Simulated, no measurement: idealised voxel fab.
The process module that follows is named voxel self aligned contacts.
FYI the section here is cut, 160 nm wide, cells are 5 nm squares.
Square cells in a grid make up a cross-section in this document, and the grid is given as bands, listed from the top down, each one or more rows of cells.
The band entry comprises the height of the band's top followed by the height of its bottom, expressed in nm, and subsequently the band's materials from left to right, each stated together with its width in nm. Where a single material is marked with the word "all across", that material fills the band from edge to edge. The word "air" represents empty space.
Height reference: 0 = level under which incoming wafer is all one material. Lowest band: no bottom, runs on downward, e.g. "z 0 and below".
Width spec "30->40" -> top row of cells at first value, bottom row at second value, equal per-row change in between.
It should be understood that the words "remained the same", when stated for a given step, signify that the cross-section underwent no change in any of its cells during that step.
"Fully enclosed voids" lists enclosed empty spaces (at least 8 cells, no open path upward to the top), each as width x height at distance from the left edge, in nm.
If you see something after the settings on a step's line, that's the simulator's own remark about that step.
"overlay nm" denotes, for a step that has a mask, the displacement of the mask to the right of its planned place, with negative values corresponding to the left.
In what follows, pairs of cross-sections are presented, each taken before and after one process step, with the after cross-section shown only down to the lowest band that was altered; the step, together with its settings, is stated below the pair. The pairs may stem from different runs of this module on the same starting wafer; accordingly, a pair should be taken as continuing from the one above it solely where its entry headed "State before" indicates as much.
-- State before
* z 0 and below = Si all across
* Fully enclosed voids: none
-- Cut View, Post-Step
* z 0 to -5 = SiO2 all across
* Rest of section, below -5: as before.
* Fully enclosed voids: none
Step, pre vs post cross-sections above: OXIDIZE | depth nm 5
State before: per the after cross-section of the pair just above.
-- Cut View, Post-Step
* z 30 to 0 = polySi all across
* Rest of section, below 0: as before.
* Fully enclosed voids: none
Step, pre vs post cross-sections above: DIRECTIONAL_DEP | material polySi | thk nm 30
State before: per the after cross-section of the pair just above.
-- Cut View, Post-Step
* z 55 to 30 = SiN all across
* Rest of section, below 30: as before.
* Fully enclosed voids: none
Step, pre vs post cross-sections above: DIRECTIONAL_DEP | material SiN | thk nm 25
State before: per the after cross-section of the pair just above.
-- Cut View, Post-Step
* z 70 to 55 = aC all across
* Rest of section, below 55: as before.
* Fully enclosed voids: none
Step, pre vs post cross-sections above: DIRECTIONAL_DEP | material aC | thk nm 15
State before: per the after cross-section of the pair just above.
-- Cut View, Post-Step
* z 105 to 70 = air (35) / resist (25) / air (40) / resist (25) / air (35)
* Rest of section, below 70: as before.
* Fully enclosed voids: none
Step, pre vs post cross-sections above: PATTERN | tone cover | mask id GATE | material resist | width nm 25 | pitch nm 65 | thk nm 35 | overlay nm 0
State before: per the after cross-section of the pair just above.
-- Cut View, Post-Step
* z 90 to 70 = air (35) / resist (25) / air (40) / resist (25) / air (35)
* z 70 to 55 = air (35) / aC (25) / air (40) / aC (25) / air (35)
* Rest of section, below 55: as before.
* Fully enclosed voids: none
Step, pre vs post cross-sections above: DIRECTIONAL_ETCH | etch materials aC | depth nm 15
State before: per the after cross-section of the pair just above.
-- Cut View, Post-Step
* z 70 to 55 = air (35) / aC (25) / air (40) / aC (25) / air (35)
* Rest of section, below 55: as before.
* Fully enclosed voids: none
Step, pre vs post cross-sections above: STRIP | etch materials resist
State before: per the after cross-section of the pair just above.
-- Cut View, Post-Step
* z 70 to 55 = air (35) / aC (25) / air (40) / aC (25) / air (35)
* z 55 to 30 = air (35) / SiN (25) / air (40) / SiN (25) / air (35)
* Rest of section, below 30: as before.
* Fully enclosed voids: none
Step, pre vs post cross-sections above: DIRECTIONAL_ETCH | etch materials SiN | depth nm 25
State before: per the after cross-section of the pair just above.
-- Cut View, Post-Step
* z 70 to 55 = air (35) / aC (25) / air (40) / aC (25) / air (35)
* z 55 to 30 = air (35) / SiN (25) / air (40) / SiN (25) / air (35)
* z 30 to 0 = air (35) / polySi (25) / air (40) / polySi (25) / air (35)
* Rest of section, below 0: as before.
* Fully enclosed voids: none
Step, pre vs post cross-sections above: DIRECTIONAL_ETCH | etch materials polySi | depth nm 30
State before: per the after cross-section of the pair just above.
-- Cut View, Post-Step
* z 55 to 30 = air (35) / SiN (25) / air (40) / SiN (25) / air (35)
* Rest of section, below 30: as before.
* Fully enclosed voids: none
Step, pre vs post cross-sections above: STRIP | etch materials aC
State before: per the after cross-section of the pair just above.
-- Cut View, Post-Step
* z 65 to 30 = air (25) / SiN (45) / air (20) / SiN (45) / air (25)
* z 30 to 10 = air (25) / SiN (10) / polySi (25) / SiN (10) / air (20) / SiN (10) / polySi (25) / SiN (10) / air (25)
* z 10 to 0 = SiN (35) / polySi (25) / SiN (40) / polySi (25) / SiN (35)
* Rest of section, below 0: as before.
* Fully enclosed voids: none
Step, pre vs post cross-sections above: CONFORMAL_DEP | material SiN | thk nm 10
State before: per the after cross-section of the pair just above.
-- Cut View, Post-Step
* z 55 to 30 = air (25) / SiN (45) / air (20) / SiN (45) / air (25)
* z 30 to 0 = air (25) / SiN (10) / polySi (25) / SiN (10) / air (20) / SiN (10) / polySi (25) / SiN (10) / air (25)
* Rest of section, below 0: as before.
* Fully enclosed voids: none
Step, pre vs post cross-sections above: DIRECTIONAL_ETCH | etch materials SiN | depth nm 10
State before: per the after cross-section of the pair just above.
-- Cut View, Post-Step
* z 75 to 55 = SiO2 all across
* z 55 to 30 = SiO2 (25) / SiN (45) / SiO2 (20) / SiN (45) / SiO2 (25)
* z 30 to 0 = SiO2 (25) / SiN (10) / polySi (25) / SiN (10) / SiO2 (20) / SiN (10) / polySi (25) / SiN (10) / SiO2 (25)
* Rest of section, below 0: as before.
* Fully enclosed voids: none
Step, pre vs post cross-sections above: FILL_DEP | material SiO2 | thk nm 20
State before: per the after cross-section of the pair just above.
-- Cut View, Post-Step
* z 65 to 55 = SiO2 all across
* Rest of section, below 55: as before.
* Fully enclosed voids: none
Step, pre vs post cross-sections above: CMP | height nm 65
State before: per the after cross-section of the pair just above.
-- Cut View, Post-Step
* z 65 to 55 = SiO2 (55) / air (50) / SiO2 (55)
* z 55 to 30 = SiO2 (25) / SiN (45) / air (20) / SiN (45) / SiO2 (25)
* z 30 to 0 = SiO2 (25) / SiN (10) / polySi (25) / SiN (10) / air (20) / SiN (10) / polySi (25) / SiN (10) / SiO2 (25)
* z 0 to -5 = SiO2 (70) / air (20) / SiO2 (70)
* Rest of section, below -5: as before.
* Fully enclosed voids: none
Step, pre vs post cross-sections above: MASKED_ETCH | tone open | mask id CONTACT | width nm 50 | etch materials SiO2 | depth nm 70 | overlay nm 0
State before: per the after cross-section of the pair just above.
-- Cut View, Post-Step
* z 70 to 65 = TiN (60) / air (40) / TiN (60)
* z 65 to 55 = SiO2 (55) / TiN (5->20) / air (40->10) / TiN (5->20) / SiO2 (55)
* z 55 to 30 = SiO2 (25) / SiN (45) / TiN (5) / air (10) / TiN (5) / SiN (45) / SiO2 (25)
* z 30 to 0 = SiO2 (25) / SiN (10) / polySi (25) / SiN (10) / TiN (5) / air (10) / TiN (5) / SiN (10) / polySi (25) / SiN (10) / SiO2 (25)
* z 0 to -5 = SiO2 (70) / TiN (20) / SiO2 (70)
* Rest of section, below -5: as before.
* Fully enclosed voids: none
Step, pre vs post cross-sections above: CONFORMAL_DEP | material TiN | thk nm 5
State before: per the after cross-section of the pair just above.
-- Cut View, Post-Step
* z 75 to 70 = Ru all across
* z 70 to 65 = TiN (60) / Ru (40) / TiN (60)
* z 65 to 55 = SiO2 (55) / TiN (5->20) / Ru (40->10) / TiN (5->20) / SiO2 (55)
* z 55 to 30 = SiO2 (25) / SiN (45) / TiN (5) / Ru (10) / TiN (5) / SiN (45) / SiO2 (25)
* z 30 to 0 = SiO2 (25) / SiN (10) / polySi (25) / SiN (10) / TiN (5) / Ru (10) / TiN (5) / SiN (10) / polySi (25) / SiN (10) / SiO2 (25)
* Rest of section, below 0: as before.
* Fully enclosed voids: none
Step, pre vs post cross-sections above: FILL_DEP | material Ru | thk nm 5
State before: per the after cross-section of the pair just above.
-- Cut View, Post-Step
* z 65 to 55 = SiO2 (55) / TiN (5->20) / Ru (40->10) / TiN (5->20) / SiO2 (55)
* Rest of section, below 55: as before.
* Fully enclosed voids: none
Step, pre vs post cross-sections above: CMP | height nm 65
State before: per the after cross-section of the pair just above.
-- Cut View, Post-Step
* z 70 to 65 = SiN all across
* Rest of section, below 65: as before.
* Fully enclosed voids: none
Step, pre vs post cross-sections above: CONFORMAL_DEP | material SiN | thk nm 5
-- State before
* z 0 and below = Si all across
* Fully enclosed voids: none
-- Cut View, Post-Step
* z 30 to 0 = polySi all across
* Rest of section, below 0: as before.
* Fully enclosed voids: none
Step, pre vs post cross-sections above: DIRECTIONAL_DEP | material polySi | thk nm 30
State before: per the after cross-section of the pair just above.
-- Cut View, Post-Step
* z 55 to 30 = SiN all across
* Rest of section, below 30: as before.
* Fully enclosed voids: none
Step, pre vs post cross-sections above: DIRECTIONAL_DEP | material SiN | thk nm 25
State before: per the after cross-section of the pair just above.
-- Cut View, Post-Step
* z 70 to 55 = aC all across
* Rest of section, below 55: as before.
* Fully enclosed voids: none
Step, pre vs post cross-sections above: DIRECTIONAL_DEP | material aC | thk nm 15
State before: per the after cross-section of the pair just above.
-- Cut View, Post-Step
* z 105 to 70 = air (35) / resist (25) / air (40) / resist (25) / air (35)
* Rest of section, below 70: as before.
* Fully enclosed voids: none
Step, pre vs post cross-sections above: PATTERN | tone cover | mask id GATE | material resist | width nm 25 | pitch nm 65 | thk nm 35 | overlay nm 0
State before: per the after cross-section of the pair just above.
-- Cut View, Post-Step
* z 90 to 70 = air (35) / resist (25) / air (40) / resist (25) / air (35)
* z 70 to 55 = air (35) / aC (25) / air (40) / aC (25) / air (35)
* Rest of section, below 55: as before.
* Fully enclosed voids: none
Step, pre vs post cross-sections above: DIRECTIONAL_ETCH | etch materials aC | depth nm 15
State before: per the after cross-section of the pair just above.
-- Cut View, Post-Step
* z 70 to 55 = air (35) / aC (25) / air (40) / aC (25) / air (35)
* Rest of section, below 55: as before.
* Fully enclosed voids: none
Step, pre vs post cross-sections above: STRIP | etch materials resist
State before: per the after cross-section of the pair just above.
-- Cut View, Post-Step
* z 70 to 55 = air (35) / aC (25) / air (40) / aC (25) / air (35)
* z 55 to 30 = air (35) / SiN (25) / air (40) / SiN (25) / air (35)
* Rest of section, below 30: as before.
* Fully enclosed voids: none
Step, pre vs post cross-sections above: DIRECTIONAL_ETCH | etch materials SiN | depth nm 25
State before: per the after cross-section of the pair just above.
-- Cut View, Post-Step
* z 70 to 55 = air (35) / aC (25) / air (40) / aC (25) / air (35)
* z 55 to 30 = air (35) / SiN (25) / air (40) / SiN (25) / air (35)
* z 30 to 0 = air (35) / polySi (25) / air (40) / polySi (25) / air (35)
* Rest of section, below 0: as before.
* Fully enclosed voids: none
Step, pre vs post cross-sections above: DIRECTIONAL_ETCH | etch materials polySi | depth nm 30
State before: per the after cross-section of the pair just above.
-- Cut View, Post-Step
* z 55 to 30 = air (35) / SiN (25) / air (40) / SiN (25) / air (35)
* Rest of section, below 30: as before.
* Fully enclosed voids: none
Step, pre vs post cross-sections above: STRIP | etch materials aC
State before: per the after cross-section of the pair just above.
-- Cut View, Post-Step
* z 65 to 30 = air (25) / SiN (45) / air (20) / SiN (45) / air (25)
* z 30 to 10 = air (25) / SiN (10) / polySi (25) / SiN (10) / air (20) / SiN (10) / polySi (25) / SiN (10) / air (25)
* z 10 to 0 = SiN (35) / polySi (25) / SiN (40) / polySi (25) / SiN (35)
* Rest of section, below 0: as before.
* Fully enclosed voids: none
Step, pre vs post cross-sections above: CONFORMAL_DEP | material SiN | thk nm 10
State before: per the after cross-section of the pair just above.
-- Cut View, Post-Step
* z 55 to 30 = air (25) / SiN (45) / air (20) / SiN (45) / air (25)
* z 30 to 0 = air (25) / SiN (10) / polySi (25) / SiN (10) / air (20) / SiN (10) / polySi (25) / SiN (10) / air (25)
* Rest of section, below 0: as before.
* Fully enclosed voids: none
Step, pre vs post cross-sections above: DIRECTIONAL_ETCH | etch materials SiN | depth nm 10
State before: per the after cross-section of the pair just above.
-- Cut View, Post-Step
* z 75 to 55 = SiO2 all across
* z 55 to 30 = SiO2 (25) / SiN (45) / SiO2 (20) / SiN (45) / SiO2 (25)
* z 30 to 0 = SiO2 (25) / SiN (10) / polySi (25) / SiN (10) / SiO2 (20) / SiN (10) / polySi (25) / SiN (10) / SiO2 (25)
* Rest of section, below 0: as before.
* Fully enclosed voids: none
Step, pre vs post cross-sections above: FILL_DEP | material SiO2 | thk nm 20
State before: per the after cross-section of the pair just above.
-- Cut View, Post-Step
* z 65 to 55 = SiO2 all across
* Rest of section, below 55: as before.
* Fully enclosed voids: none
Step, pre vs post cross-sections above: CMP | height nm 65
State before: per the after cross-section of the pair just above.
-- Cut View, Post-Step
* z 65 to 55 = SiO2 (55) / air (50) / SiO2 (55)
* z 55 to 30 = SiO2 (25) / SiN (45) / air (20) / SiN (45) / SiO2 (25)
* z 30 to 0 = SiO2 (25) / SiN (10) / polySi (25) / SiN (10) / air (20) / SiN (10) / polySi (25) / SiN (10) / SiO2 (25)
* Rest of section, below 0: as before.
* Fully enclosed voids: none
Step, pre vs post cross-sections above: MASKED_ETCH | tone open | mask id CONTACT | width nm 50 | etch materials SiO2 | depth nm 70 | overlay nm 0
State before: per the after cross-section of the pair just above.
-- Cut View, Post-Step
* z 70 to 65 = TiN (60) / air (40) / TiN (60)
* z 65 to 55 = SiO2 (55) / TiN (5->20) / air (40->10) / TiN (5->20) / SiO2 (55)
* z 55 to 30 = SiO2 (25) / SiN (45) / TiN (5) / air (10) / TiN (5) / SiN (45) / SiO2 (25)
* z 30 to 5 = SiO2 (25) / SiN (10) / polySi (25) / SiN (10) / TiN (5) / air (10) / TiN (5) / SiN (10) / polySi (25) / SiN (10) / SiO2 (25)
* z 5 to 0 = SiO2 (25) / SiN (10) / polySi (25) / SiN (10) / TiN (20) / SiN (10) / polySi (25) / SiN (10) / SiO2 (25)
* Rest of section, below 0: as before.
* Fully enclosed voids: none
Step, pre vs post cross-sections above: CONFORMAL_DEP | material TiN | thk nm 5
State before: per the after cross-section of the pair just above.
-- Cut View, Post-Step
* z 75 to 70 = Ru all across
* z 70 to 65 = TiN (60) / Ru (40) / TiN (60)
* z 65 to 55 = SiO2 (55) / TiN (5->20) / Ru (40->10) / TiN (5->20) / SiO2 (55)
* z 55 to 30 = SiO2 (25) / SiN (45) / TiN (5) / Ru (10) / TiN (5) / SiN (45) / SiO2 (25)
* z 30 to 5 = SiO2 (25) / SiN (10) / polySi (25) / SiN (10) / TiN (5) / Ru (10) / TiN (5) / SiN (10) / polySi (25) / SiN (10) / SiO2 (25)
* Rest of section, below 5: as before.
* Fully enclosed voids: none
Step, pre vs post cross-sections above: FILL_DEP | material Ru | thk nm 5
State before: per the after cross-section of the pair just above.
-- Cut View, Post-Step
* z 65 to 55 = SiO2 (55) / TiN (5->20) / Ru (40->10) / TiN (5->20) / SiO2 (55)
* Rest of section, below 55: as before.
* Fully enclosed voids: none
Step, pre vs post cross-sections above: CMP | height nm 65
State before: per the after cross-section of the pair just above.
-- Cut View, Post-Step
* z 70 to 65 = SiN all across
* Rest of section, below 65: as before.
* Fully enclosed voids: none
Step, pre vs post cross-sections above: CONFORMAL_DEP | material SiN | thk nm 5
-- State before
* z 30 to 0 = polySi all across
* z 0 to -5 = SiO2 all across
* z -5 and below = Si all across
* Fully enclosed voids: none
-- Cut View, Post-Step
* z 60 to 0 = polySi all across
* Rest of section, below 0: as before.
* Fully enclosed voids: none
Step, pre vs post cross-sections above: DIRECTIONAL_DEP | material polySi | thk nm 30
State before: per the after cross-section of the pair just above.
-- Cut View, Post-Step
* z 85 to 60 = SiN all across
* Rest of section, below 60: as before.
* Fully enclosed voids: none
Step, pre vs post cross-sections above: DIRECTIONAL_DEP | material SiN | thk nm 25
State before: per the after cross-section of the pair just above.
-- Cut View, Post-Step
* z 100 to 85 = aC all across
* Rest of section, below 85: as before.
* Fully enclosed voids: none
Step, pre vs post cross-sections above: DIRECTIONAL_DEP | material aC | thk nm 15
State before: per the after cross-section of the pair just above.
-- Cut View, Post-Step
* z 135 to 100 = air (35) / resist (25) / air (40) / resist (25) / air (35)
* Rest of section, below 100: as before.
* Fully enclosed voids: none
Step, pre vs post cross-sections above: PATTERN | tone cover | mask id GATE | material resist | width nm 25 | pitch nm 65 | thk nm 35 | overlay nm 0
State before: per the after cross-section of the pair just above.
-- Cut View, Post-Step
* z 120 to 100 = air (35) / resist (25) / air (40) / resist (25) / air (35)
* z 100 to 85 = air (35) / aC (25) / air (40) / aC (25) / air (35)
* Rest of section, below 85: as before.
* Fully enclosed voids: none
Step, pre vs post cross-sections above: DIRECTIONAL_ETCH | etch materials aC | depth nm 15
State before: per the after cross-section of the pair just above.
-- Cut View, Post-Step
* z 100 to 85 = air (35) / aC (25) / air (40) / aC (25) / air (35)
* Rest of section, below 85: as before.
* Fully enclosed voids: none
Step, pre vs post cross-sections above: STRIP | etch materials resist
State before: per the after cross-section of the pair just above.
-- Cut View, Post-Step
* z 100 to 85 = air (35) / aC (25) / air (40) / aC (25) / air (35)
* z 85 to 60 = air (35) / SiN (25) / air (40) / SiN (25) / air (35)
* Rest of section, below 60: as before.
* Fully enclosed voids: none
Step, pre vs post cross-sections above: DIRECTIONAL_ETCH | etch materials SiN | depth nm 25
State before: per the after cross-section of the pair just above.
-- Cut View, Post-Step
* z 100 to 85 = air (35) / aC (25) / air (40) / aC (25) / air (35)
* z 85 to 60 = air (35) / SiN (25) / air (40) / SiN (25) / air (35)
* z 60 to 30 = air (35) / polySi (25) / air (40) / polySi (25) / air (35)
* Rest of section, below 30: as before.
* Fully enclosed voids: none
Step, pre vs post cross-sections above: DIRECTIONAL_ETCH | etch materials polySi | depth nm 30
State before: per the after cross-section of the pair just above.
-- Cut View, Post-Step
* z 85 to 60 = air (35) / SiN (25) / air (40) / SiN (25) / air (35)
* Rest of section, below 60: as before.
* Fully enclosed voids: none
Step, pre vs post cross-sections above: STRIP | etch materials aC
State before: per the after cross-section of the pair just above.
-- Cut View, Post-Step
* z 95 to 60 = air (25) / SiN (45) / air (20) / SiN (45) / air (25)
* z 60 to 40 = air (25) / SiN (10) / polySi (25) / SiN (10) / air (20) / SiN (10) / polySi (25) / SiN (10) / air (25)
* z 40 to 30 = SiN (35) / polySi (25) / SiN (40) / polySi (25) / SiN (35)
* Rest of section, below 30: as before.
* Fully enclosed voids: none
Step, pre vs post cross-sections above: CONFORMAL_DEP | material SiN | thk nm 10
State before: per the after cross-section of the pair just above.
-- Cut View, Post-Step
* z 85 to 60 = air (25) / SiN (45) / air (20) / SiN (45) / air (25)
* z 60 to 30 = air (25) / SiN (10) / polySi (25) / SiN (10) / air (20) / SiN (10) / polySi (25) / SiN (10) / air (25)
* Rest of section, below 30: as before.
* Fully enclosed voids: none
Step, pre vs post cross-sections above: DIRECTIONAL_ETCH | etch materials SiN | depth nm 10
State before: per the after cross-section of the pair just above.
-- Cut View, Post-Step
* z 105 to 85 = SiO2 all across
* z 85 to 60 = SiO2 (25) / SiN (45) / SiO2 (20) / SiN (45) / SiO2 (25)
* z 60 to 30 = SiO2 (25) / SiN (10) / polySi (25) / SiN (10) / SiO2 (20) / SiN (10) / polySi (25) / SiN (10) / SiO2 (25)
* Rest of section, below 30: as before.
* Fully enclosed voids: none
Step, pre vs post cross-sections above: FILL_DEP | material SiO2 | thk nm 20
State before: per the after cross-section of the pair just above.
-- Cut View, Post-Step
* z 65 to 60 = SiO2 (25) / SiN (45) / SiO2 (20) / SiN (45) / SiO2 (25)
* Rest of section, below 60: as before.
* Fully enclosed voids: none
Step, pre vs post cross-sections above: CMP | height nm 65
State before: per the after cross-section of the pair just above.
-- Cut View, Post-Step
* z 65 to 60 = SiO2 (25) / SiN (45) / air (20) / SiN (45) / SiO2 (25)
* z 60 to 30 = SiO2 (25) / SiN (10) / polySi (25) / SiN (10) / air (20) / SiN (10) / polySi (25) / SiN (10) / SiO2 (25)
* Rest of section, below 30: as before.
* Fully enclosed voids: none
Step, pre vs post cross-sections above: MASKED_ETCH | tone open | mask id CONTACT | width nm 50 | etch materials SiO2 | depth nm 70 | overlay nm 0
State before: per the after cross-section of the pair just above.
-- Cut View, Post-Step
* z 70 to 65 = TiN (75) / air (10) / TiN (75)
* z 65 to 60 = SiO2 (25) / SiN (45) / TiN (5) / air (10) / TiN (5) / SiN (45) / SiO2 (25)
* z 60 to 35 = SiO2 (25) / SiN (10) / polySi (25) / SiN (10) / TiN (5) / air (10) / TiN (5) / SiN (10) / polySi (25) / SiN (10) / SiO2 (25)
* z 35 to 30 = SiO2 (25) / SiN (10) / polySi (25) / SiN (10) / TiN (20) / SiN (10) / polySi (25) / SiN (10) / SiO2 (25)
* Rest of section, below 30: as before.
* Fully enclosed voids: none
Step, pre vs post cross-sections above: CONFORMAL_DEP | material TiN | thk nm 5
State before: per the after cross-section of the pair just above.
-- Cut View, Post-Step
* z 75 to 70 = Ru all across
* z 70 to 65 = TiN (75) / Ru (10) / TiN (75)
* z 65 to 60 = SiO2 (25) / SiN (45) / TiN (5) / Ru (10) / TiN (5) / SiN (45) / SiO2 (25)
* z 60 to 35 = SiO2 (25) / SiN (10) / polySi (25) / SiN (10) / TiN (5) / Ru (10) / TiN (5) / SiN (10) / polySi (25) / SiN (10) / SiO2 (25)
* Rest of section, below 35: as before.
* Fully enclosed voids: none
Step, pre vs post cross-sections above: FILL_DEP | material Ru | thk nm 5
State before: per the after cross-section of the pair just above.
-- Cut View, Post-Step
* z 65 to 60 = SiO2 (25) / SiN (45) / TiN (5) / Ru (10) / TiN (5) / SiN (45) / SiO2 (25)
* Rest of section, below 60: as before.
* Fully enclosed voids: none
Step, pre vs post cross-sections above: CMP | height nm 65
State before: per the after cross-section of the pair just above.
-- Cut View, Post-Step
* z 70 to 65 = SiN all across
* Rest of section, below 65: as before.
* Fully enclosed voids: none
Step, pre vs post cross-sections above: CONFORMAL_DEP | material SiN | thk nm 5
-- State before
* z 30 to 0 = polySi all across
* z 0 and below = Si all across
* Fully enclosed voids: none
-- Cut View, Post-Step
* z 30 to 25 = SiO2 all across
* Rest of section, below 25: as before.
* Fully enclosed voids: none
Step, pre vs post cross-sections above: OXIDIZE | depth nm 5
State before: per the after cross-section of the pair just above.
-- Cut View, Post-Step
* z 55 to 30 = SiN all across
* Rest of section, below 30: as before.
* Fully enclosed voids: none
Step, pre vs post cross-sections above: DIRECTIONAL_DEP | material SiN | thk nm 25
State before: per the after cross-section of the pair just above.
-- Cut View, Post-Step
* z 70 to 55 = aC all across
* Rest of section, below 55: as before.
* Fully enclosed voids: none
Step, pre vs post cross-sections above: DIRECTIONAL_DEP | material aC | thk nm 15
State before: per the after cross-section of the pair just above.
-- Cut View, Post-Step
* z 105 to 70 = air (35) / resist (25) / air (40) / resist (25) / air (35)
* Rest of section, below 70: as before.
* Fully enclosed voids: none
Step, pre vs post cross-sections above: PATTERN | tone cover | mask id GATE | material resist | width nm 25 | pitch nm 65 | thk nm 35 | overlay nm 0
State before: per the after cross-section of the pair just above.
-- Cut View, Post-Step
* z 90 to 70 = air (35) / resist (25) / air (40) / resist (25) / air (35)
* z 70 to 55 = air (35) / aC (25) / air (40) / aC (25) / air (35)
* Rest of section, below 55: as before.
* Fully enclosed voids: none
Step, pre vs post cross-sections above: DIRECTIONAL_ETCH | etch materials aC | depth nm 15
State before: per the after cross-section of the pair just above.
-- Cut View, Post-Step
* z 70 to 55 = air (35) / aC (25) / air (40) / aC (25) / air (35)
* Rest of section, below 55: as before.
* Fully enclosed voids: none
Step, pre vs post cross-sections above: STRIP | etch materials resist
State before: per the after cross-section of the pair just above.
-- Cut View, Post-Step
* z 70 to 55 = air (35) / aC (25) / air (40) / aC (25) / air (35)
* z 55 to 30 = air (35) / SiN (25) / air (40) / SiN (25) / air (35)
* Rest of section, below 30: as before.
* Fully enclosed voids: none
Step, pre vs post cross-sections above: DIRECTIONAL_ETCH | etch materials SiN | depth nm 25
State before: per the after cross-section of the pair just above.
-- Cut View, Post-Step
* z 55 to 30 = air (35) / SiN (25) / air (40) / SiN (25) / air (35)
* Rest of section, below 30: as before.
* Fully enclosed voids: none
Step, pre vs post cross-sections above: STRIP | etch materials aC
State before: per the after cross-section of the pair just above.
-- Cut View, Post-Step
* z 65 to 40 = air (25) / SiN (45) / air (20) / SiN (45) / air (25)
* z 40 to 30 = SiN all across
* Rest of section, below 30: as before.
* Fully enclosed voids: none
Step, pre vs post cross-sections above: CONFORMAL_DEP | material SiN | thk nm 10
State before: per the after cross-section of the pair just above.
-- Cut View, Post-Step
* z 55 to 30 = air (25) / SiN (45) / air (20) / SiN (45) / air (25)
* Rest of section, below 30: as before.
* Fully enclosed voids: none
Step, pre vs post cross-sections above: DIRECTIONAL_ETCH | etch materials SiN | depth nm 10
State before: per the after cross-section of the pair just above.
-- Cut View, Post-Step
* z 75 to 55 = SiO2 all across
* z 55 to 30 = SiO2 (25) / SiN (45) / SiO2 (20) / SiN (45) / SiO2 (25)
* Rest of section, below 30: as before.
* Fully enclosed voids: none
Step, pre vs post cross-sections above: FILL_DEP | material SiO2 | thk nm 20
State before: per the after cross-section of the pair just above.
-- Cut View, Post-Step
* z 65 to 55 = SiO2 all across
* Rest of section, below 55: as before.
* Fully enclosed voids: none
Step, pre vs post cross-sections above: CMP | height nm 65
State before: per the after cross-section of the pair just above.
-- Cut View, Post-Step
* z 65 to 55 = SiO2 (55) / air (50) / SiO2 (55)
* z 55 to 30 = SiO2 (25) / SiN (45) / air (20) / SiN (45) / SiO2 (25)
* z 30 to 25 = SiO2 (70) / air (20) / SiO2 (70)
* Rest of section, below 25: as before.
* Fully enclosed voids: none
Step, pre vs post cross-sections above: MASKED_ETCH | tone open | mask id CONTACT | width nm 50 | etch materials SiO2 | depth nm 70 | overlay nm 0
State before: per the after cross-section of the pair just above.
-- Cut View, Post-Step
* z 70 to 65 = TiN (60) / air (40) / TiN (60)
* z 65 to 55 = SiO2 (55) / TiN (5->20) / air (40->10) / TiN (5->20) / SiO2 (55)
* z 55 to 30 = SiO2 (25) / SiN (45) / TiN (5) / air (10) / TiN (5) / SiN (45) / SiO2 (25)
* z 30 to 25 = SiO2 (70) / TiN (20) / SiO2 (70)
* Rest of section, below 25: as before.
* Fully enclosed voids: none
Step, pre vs post cross-sections above: CONFORMAL_DEP | material TiN | thk nm 5
State before: per the after cross-section of the pair just above.
-- Cut View, Post-Step
* z 75 to 70 = Ru all across
* z 70 to 65 = TiN (60) / Ru (40) / TiN (60)
* z 65 to 55 = SiO2 (55) / TiN (5->20) / Ru (40->10) / TiN (5->20) / SiO2 (55)
* z 55 to 30 = SiO2 (25) / SiN (45) / TiN (5) / Ru (10) / TiN (5) / SiN (45) / SiO2 (25)
* Rest of section, below 30: as before.
* Fully enclosed voids: none
Step, pre vs post cross-sections above: FILL_DEP | material Ru | thk nm 5
State before: per the after cross-section of the pair just above.
-- Cut View, Post-Step
* z 65 to 55 = SiO2 (55) / TiN (5->20) / Ru (40->10) / TiN (5->20) / SiO2 (55)
* Rest of section, below 55: as before.
* Fully enclosed voids: none
Step, pre vs post cross-sections above: CMP | height nm 65
State before: per the after cross-section of the pair just above.
-- Cut View, Post-Step
* z 70 to 65 = SiN all across
* Rest of section, below 65: as before.
* Fully enclosed voids: none
Step, pre vs post cross-sections above: CONFORMAL_DEP | material SiN | thk nm 5
-- State before
* z 0 to -5 = SiO2 all across
* z -5 and below = Si all across
* Fully enclosed voids: none
-- Cut View, Post-Step
* z 35 to 0 = polySi all across
* Rest of section, below 0: as before.
* Fully enclosed voids: none
Step, pre vs post cross-sections above: DIRECTIONAL_DEP | material polySi | thk nm 35
State before: per the after cross-section of the pair just above.
-- Cut View, Post-Step
* z 60 to 35 = SiN all across
* Rest of section, below 35: as before.
* Fully enclosed voids: none
Step, pre vs post cross-sections above: DIRECTIONAL_DEP | material SiN | thk nm 25
State before: per the after cross-section of the pair just above.
-- Cut View, Post-Step
* z 75 to 60 = aC all across
* Rest of section, below 60: as before.
* Fully enclosed voids: none
Step, pre vs post cross-sections above: DIRECTIONAL_DEP | material aC | thk nm 15
State before: per the after cross-section of the pair just above.
-- Cut View, Post-Step
* z 110 to 75 = air (35) / resist (25) / air (40) / resist (25) / air (35)
* Rest of section, below 75: as before.
* Fully enclosed voids: none
Step, pre vs post cross-sections above: PATTERN | tone cover | mask id GATE | material resist | width nm 25 | pitch nm 65 | thk nm 35 | overlay nm 0
State before: per the after cross-section of the pair just above.
-- Cut View, Post-Step
* z 95 to 75 = air (35) / resist (25) / air (40) / resist (25) / air (35)
* z 75 to 60 = air (35) / aC (25) / air (40) / aC (25) / air (35)
* Rest of section, below 60: as before.
* Fully enclosed voids: none
Step, pre vs post cross-sections above: DIRECTIONAL_ETCH | etch materials aC | depth nm 15
State before: per the after cross-section of the pair just above.
-- Cut View, Post-Step
* z 75 to 60 = air (35) / aC (25) / air (40) / aC (25) / air (35)
* Rest of section, below 60: as before.
* Fully enclosed voids: none
Step, pre vs post cross-sections above: STRIP | etch materials resist
State before: per the after cross-section of the pair just above.
-- Cut View, Post-Step
* z 75 to 60 = air (35) / aC (25) / air (40) / aC (25) / air (35)
* z 60 to 35 = air (35) / SiN (25) / air (40) / SiN (25) / air (35)
* Rest of section, below 35: as before.
* Fully enclosed voids: none
Step, pre vs post cross-sections above: DIRECTIONAL_ETCH | etch materials SiN | depth nm 25
State before: per the after cross-section of the pair just above.
-- Cut View, Post-Step
* z 75 to 60 = air (35) / aC (25) / air (40) / aC (25) / air (35)
* z 60 to 35 = air (35) / SiN (25) / air (40) / SiN (25) / air (35)
* z 35 to 5 = air (35) / polySi (25) / air (40) / polySi (25) / air (35)
* Rest of section, below 5: as before.
* Fully enclosed voids: none
Step, pre vs post cross-sections above: DIRECTIONAL_ETCH | etch materials polySi | depth nm 30
State before: per the after cross-section of the pair just above.
-- Cut View, Post-Step
* z 60 to 35 = air (35) / SiN (25) / air (40) / SiN (25) / air (35)
* Rest of section, below 35: as before.
* Fully enclosed voids: none
Step, pre vs post cross-sections above: STRIP | etch materials aC
